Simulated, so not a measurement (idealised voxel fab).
process module | voxel transistor to metal
This is section cut - it's 170 nm across, gridded in 5 nm square cells.
This document writes a cross-section as a grid whose cells are square, and gives it as bands, listed from the top down; one or more rows of cells form a band.
For a band, the entry starts with two heights in nm, that of the top and then that of the bottom, and carries on with the band's materials in order from left to right, each alongside its width in nm; the word "everywhere" beside a single material means it fills the band edge to edge, and "empty" means empty space.
Note: height 0 marks the level under which the wafer is uniformly one material as received. Lowest band unbounded below, written "0 down".
You'd read "30 to 40" like this: the band's top row of cells is as wide as the first number, its bottom row is as wide as the second, and going down, every row changes width by the same amount as the row before did.
"everything unchanged" for a step: no cell of the cross-section changed in that step.
"Fully sealed voids" lists enclosed empty spaces (at least 8 cells, no open path upward to the top), each as width x height at distance from the left edge, in nm.
Step line, after settings: the simulator's comment on this step.
When a step includes a mask, the "overlay nm" setting on its line states how far to the right of its planned place that mask lay, and negative values state how far to the left.

## Process steps foreseen in the plan
1: RECEIVE, material Si
2: CONFORMAL_DEP, material SiO2, thk nm 5
3: CONFORMAL_DEP, material SiN, thk nm 15
4: DIRECTIONAL_DEP, material aC, thk nm 10
5: PATTERN, tone cover, mask id ACTIVE, material resist, width nm 95, thk nm 25, overlay nm 0
6: DIRECTIONAL_ETCH, etch materials aC, depth nm 10
7: STRIP, etch materials resist
8: DIRECTIONAL_ETCH, etch materials SiN, depth nm 15
9: DIRECTIONAL_ETCH, etch materials SiO2, depth nm 5
10: DIRECTIONAL_ETCH, etch materials Si, depth nm 35
11: STRIP, etch materials aC
12: OXIDIZE, depth nm 5
13: FILL_DEP, material SiO2, thk nm 10
14: CMP, height nm 20
15: SELECTIVE_ETCH, etch materials SiO2, depth nm 10
16: STRIP, etch materials SiN
17: SELECTIVE_ETCH, etch materials SiO2, depth nm 5
18: OXIDIZE, depth nm 5
19: DIRECTIONAL_DEP, material polySi, thk nm 20
20: DIRECTIONAL_DEP, material SiCN, thk nm 15
21: MASKED_ETCH, tone cover, mask id GATE, width nm 15, etch materials SiCN, depth nm 25, overlay nm 0
22: MASKED_ETCH, tone cover, mask id GATE, width nm 15, etch materials polySi, depth nm 30, overlay nm 0
23: CONFORMAL_DEP, material SiN, thk nm 10
24: DIRECTIONAL_ETCH, etch materials SiN, depth nm 10
25: DIRECTIONAL_ETCH, etch materials SiO2, depth nm 5
26: DIRECTIONAL_ETCH, etch materials Si, depth nm 5
27: EPI, material SiGe, thk nm 10
28: FILL_DEP, material SiO2, thk nm 10
29: CMP, height nm 35
30: DIRECTIONAL_DEP, material SiO2, thk nm 15
31: DIRECTIONAL_DEP, material aC, thk nm 15
32: PATTERN, tone open, mask id CONTACT, material resist, width nm 15, pitch nm 70, thk nm 30, overlay nm 0
33: DIRECTIONAL_ETCH, etch materials aC, depth nm 15
34: STRIP, etch materials resist
35: DIRECTIONAL_ETCH, etch materials SiO2, depth nm 50
36: STRIP, etch materials aC
37: CONFORMAL_DEP, material TiN, thk nm 5
38: FILL_DEP, material Ru, thk nm 10
39: CMP, height nm 50
40: DIRECTIONAL_DEP, material TiN, thk nm 5
41: DIRECTIONAL_DEP, material W, thk nm 25
42: PATTERN, tone cover, mask id METAL_1, material resist, width nm 15, pitch nm 70, thk nm 20, overlay nm 0
43: DIRECTIONAL_ETCH, etch materials W, depth nm 25
44: DIRECTIONAL_ETCH, etch materials TiN, depth nm 5
45: STRIP, etch materials resist
46: FILL_DEP, material lowk, thk nm 10
47: CMP, height nm 80
48: CONFORMAL_DEP, material SiCN, thk nm 5
Among the wafers covered here, the point of difference is the width nm at step 32; their starting state is shared, and the plan presents the value of the first wafer.

## Cross-section, first of several wafers, as delivered after step 1
  0 down | Si everywhere
  Fully sealed voids: none

## Where each wafer stands at the end of the module, a row apiece: cells of each material gained (+) or lost (-) since it was received, then closed voids
width nm 15; +18 Ru; -163 Si; +43 SiCN; +24 SiGe; +32 SiN; +366 SiO2; +48 TiN; +30 W; +168 lowk; +12 polySi; Fully sealed voids: none
width nm 20; +34 Ru; -163 Si; +43 SiCN; +24 SiGe; +32 SiN; +348 SiO2; +50 TiN; +30 W; +168 lowk; +12 polySi; Fully sealed voids: none
width nm 25; +50 Ru; -163 Si; +43 SiCN; +24 SiGe; +32 SiN; +330 SiO2; +52 TiN; +30 W; +168 lowk; +12 polySi; Fully sealed voids: none
width nm 30; +66 Ru; -163 Si; +43 SiCN; +24 SiGe; +32 SiN; +312 SiO2; +54 TiN; +30 W; +168 lowk; +12 polySi; Fully sealed voids: none
